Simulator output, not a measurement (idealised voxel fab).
process module | voxel self aligned contacts
cross-section cut | 285 nm wide | cells 5 nm
A cross-section is a grid of square cells, given in bands from the top down. A band is one or more rows of cells.
Each band's line starts with the height of the band's top and of its bottom, in nm. Then come its materials from left to right, each with its width in nm. One material with "throughout" fills the band from edge to edge. "air" is empty space.
Height 0 is the level under which the wafer as received is all one material. The lowest band goes on downwards, as in "0 down".
A width such as "30 to 40" changes by the same amount from each row of cells to the next, from the band's top row to its bottom row.
"no change" after a step means that no cell of the cross-section changed.
closed voids: empty space of 8 cells or more with no open way to the top, each as width x height at its distance from the left edge, in nm
after a step's settings: what the simulator itself notes on the step
overlay nm, on a step with a mask: how far to the right of its planned place the mask lay; to the left if negative
plan
1 op RECEIVE | material Si
2 op OXIDIZE | depth nm 5
3 op DIRECTIONAL_DEP | material polySi | thk nm 30
4 op DIRECTIONAL_DEP | material SiN | thk nm 20
5 op MASKED_ETCH | tone cover | mask id GATE | width nm 25 | pitch nm 60 | etch materials SiN | depth nm 20 | overlay nm 0
6 op MASKED_ETCH | tone cover | mask id GATE | width nm 25 | pitch nm 60 | etch materials polySi | depth nm 30 | overlay nm 0
7 op CONFORMAL_DEP | material SiN | thk nm 5
8 op DIRECTIONAL_ETCH | etch materials SiN | depth nm 5
9 op FILL_DEP | material SiO2 | thk nm 15
10 op CMP | height nm 60
11 op DIRECTIONAL_DEP | material aC | thk nm 10
12 op PATTERN | tone open | mask id CONTACT | material resist | width nm 45 | thk nm 30 | overlay nm 0
13 op DIRECTIONAL_ETCH | etch materials aC | depth nm 10
14 op STRIP | etch materials resist
15 op DIRECTIONAL_ETCH | etch materials SiO2 | depth nm 65
16 op STRIP | etch materials aC
17 op CONFORMAL_DEP | material TiN | thk nm 5
18 op FILL_DEP | material W | thk nm 10
19 op CMP | height nm 60
20 op CONFORMAL_DEP | material SiCN | thk nm 5
as received, after step 1
  0 down: Si throughout
  closed voids: none
a wafer at the end: this start, this plan, one mistake
  65 to 60: SiCN throughout
  60 to 50: SiO2 120 | TiN 5 to 15 | W 35 to 15 | TiN 5 to 15 | SiO2 120
  50 to 30: SiO2 95 | SiN 35 | TiN 5 | W 15 | TiN 5 | SiN 35 | SiO2 95
  30 to 25: SiO2 130 | TiN 25 | SiO2 130
  25 to 0: polySi throughout
  0 down: Si throughout
  closed voids: none
what went wrong: steps 2 and 3 were swapped
